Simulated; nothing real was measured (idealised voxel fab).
Proc. module: voxel transistor to metal
Square cell edge 5 nm, section width 210 nm, ID cut.
Just so we're on the same page, the cross-sections are grids of square cells, and they're listed out in bands top to bottom, each band one or more rows deep. Basically the band line says how high the top is and how high the bottom is, in nm, and then what's in it from left to right, every material with its width in nm. Empty space shows up as "air", and if a single material carries "edge to edge" it runs the full band edge to edge. Heights are reckoned from 0. Under this level, the received wafer is all of one material. The bottommost band is open-ended downward, for example "from 0 down". Read "30..40" as a graded width: first number on top, second number at the bottom, same change between each pair of neighbouring rows. "no change occurred" for a step: no cell of the cross-section changed in that step. Reported under the label "Closed voids list" are the empty spaces having no open way to the top and comprising 8 cells or more; the notation for each is width x height at distance, in which the distance is measured from the left edge and all three values are in nm. Whatever follows a step's settings on its line is a remark the simulator itself makes about that step. Steps that use a mask can have "overlay nm" on their line. It says how far the mask sat to the right of where it was meant to be. Negative means to the left.
Planned process steps:
step 1: op RECEIVE | material Si
step 2: op OXIDIZE | depth nm 5
step 3: op CONFORMAL_DEP | material SiN | thk nm 10
step 4: op PATTERN | tone cover | mask id ACTIVE | material resist | width nm 110 | thk nm 20 | overlay nm 0
step 5: op DIRECTIONAL_ETCH | etch materials SiN | depth nm 10
step 6: op DIRECTIONAL_ETCH | etch materials SiO2 | depth nm 5
step 7: op DIRECTIONAL_ETCH | etch materials Si | depth nm 30
step 8: op STRIP | etch materials resist
step 9: op OXIDIZE | depth nm 5
step 10: op FILL_DEP | material SiO2 | thk nm 10
step 11: op CMP | height nm 10
step 12: op SELECTIVE_ETCH | etch materials SiO2 | depth nm 5
step 13: op STRIP | etch materials SiN
step 14: op SELECTIVE_ETCH | etch materials SiO2 | depth nm 5
step 15: op OXIDIZE | depth nm 5
step 16: op DIRECTIONAL_DEP | material polySi | thk nm 20
step 17: op DIRECTIONAL_DEP | material SiCN | thk nm 10
step 18: op MASKED_ETCH | tone cover | mask id GATE | width nm 30 | etch materials SiCN | depth nm 20 | overlay nm 0
step 19: op MASKED_ETCH | tone cover | mask id GATE | width nm 30 | etch materials polySi | depth nm 30 | overlay nm 0
step 20: op CONFORMAL_DEP | material SiN | thk nm 5
step 21: op DIRECTIONAL_ETCH | etch materials SiN | depth nm 5
step 22: op DIRECTIONAL_ETCH | etch materials SiO2 | depth nm 5
step 23: op DIRECTIONAL_ETCH | etch materials Si | depth nm 15
step 24: op EPI | material pSi | thk nm 20
step 25: op FILL_DEP | material SiO2 | thk nm 10
step 26: op CMP | height nm 15
step 27: op STRIP | etch materials polySi
step 28: op SELECTIVE_ETCH | etch materials SiO2 | depth nm 5
step 29: op CONFORMAL_DEP | material HfO2 | thk nm 5
step 30: op CONFORMAL_DEP | material TiN | thk nm 5
step 31: op FILL_DEP | material W | thk nm 10
step 32: op CMP | height nm 10
step 33: op DIRECTIONAL_DEP | material SiO2 | thk nm 15
step 34: op MASKED_ETCH | tone open | mask id CONTACT | width nm 15 | pitch nm 75 | etch materials SiO2 | depth nm 30 | overlay nm 0
step 35: op CONFORMAL_DEP | material TiN | thk nm 5
step 36: op FILL_DEP | material Ru | thk nm 5
step 37: op CMP | height nm 25
step 38: op DIRECTIONAL_DEP | material TiN | thk nm 5
step 39: op DIRECTIONAL_DEP | material Ru | thk nm 20
step 40: op DIRECTIONAL_DEP | material aC | thk nm 15
step 41: op PATTERN | tone cover | mask id METAL_1 | material resist | width nm 15 | pitch nm 75 | thk nm 35 | overlay nm 0
step 42: op DIRECTIONAL_ETCH | etch materials aC | depth nm 15
step 43: op STRIP | etch materials resist
step 44: op DIRECTIONAL_ETCH | etch materials Ru | depth nm 20
step 45: op DIRECTIONAL_ETCH | etch materials TiN | depth nm 5
step 46: op STRIP | etch materials aC
step 47: op FILL_DEP | material lowk | thk nm 5
step 48: op CMP | height nm 50
step 49: op CONFORMAL_DEP | material SiN | thk nm 5
Cross-section of the incoming wafer, state after step 1:
> from 0 down = Si edge to edge
> Closed voids list: none
End-of-module cross-section. Starting structure and process plan as above; one mistake made in running it:
> from 55 to 50 = SiN edge to edge
> from 50 to 30 = lowk 60 nm, then Ru 15 nm, then lowk 60 nm, then Ru 15 nm, then lowk 60 nm
> from 30 to 25 = lowk 60 nm, then TiN 15 nm, then lowk 60 nm, then TiN 15 nm, then lowk 60 nm
> from 25 to 15 = SiO2 60 nm, then TiN 5 nm, then Ru 5 nm, then TiN 5 nm, then SiO2 60 nm, then TiN 5 nm, then Ru 5 nm, then TiN 5 nm, then SiO2 60 nm
> from 15 to 10 = SiO2 60 nm, then TiN 15 nm, then SiO2 60 nm, then TiN 15 nm, then SiO2 60 nm
> from 10 to 0 = SiO2 60 nm, then TiN 5 nm, then pSi 20 nm, then SiN 5 nm, then HfO2 5 nm, then TiN 5 nm, then W 10 nm, then TiN 5 nm, then HfO2 5 nm, then SiN 5 nm, then pSi 20 nm, then TiN 5 nm, then SiO2 60 nm
> from 0 to -5 = SiO2 45 nm, then SiN 5 nm, then SiO2 10 nm, then TiN 5 nm, then pSi 20 nm, then SiN 5 nm, then HfO2 5 nm, then TiN 20 nm, then HfO2 5 nm, then SiN 5 nm, then pSi 20 nm, then TiN 5 nm, then SiO2 10 nm, then SiN 5 nm, then SiO2 45 nm
> from -5 to -10 = SiO2 50 nm, then pSi 35 nm, then HfO2 40 nm, then pSi 35 nm, then SiO2 50 nm
> from -10 to -25 = SiO2 55 nm, then pSi 30 nm, then Si 40 nm, then pSi 30 nm, then SiO2 55 nm
> from -25 to -35 = SiO2 55 nm, then Si 100 nm, then SiO2 55 nm
> from -35 down = Si edge to edge
> Closed voids list: none
what went wrong: step 7 did not use the planned setting and instead ran as op DIRECTIONAL_ETCH | etch materials Si | depth nm 25
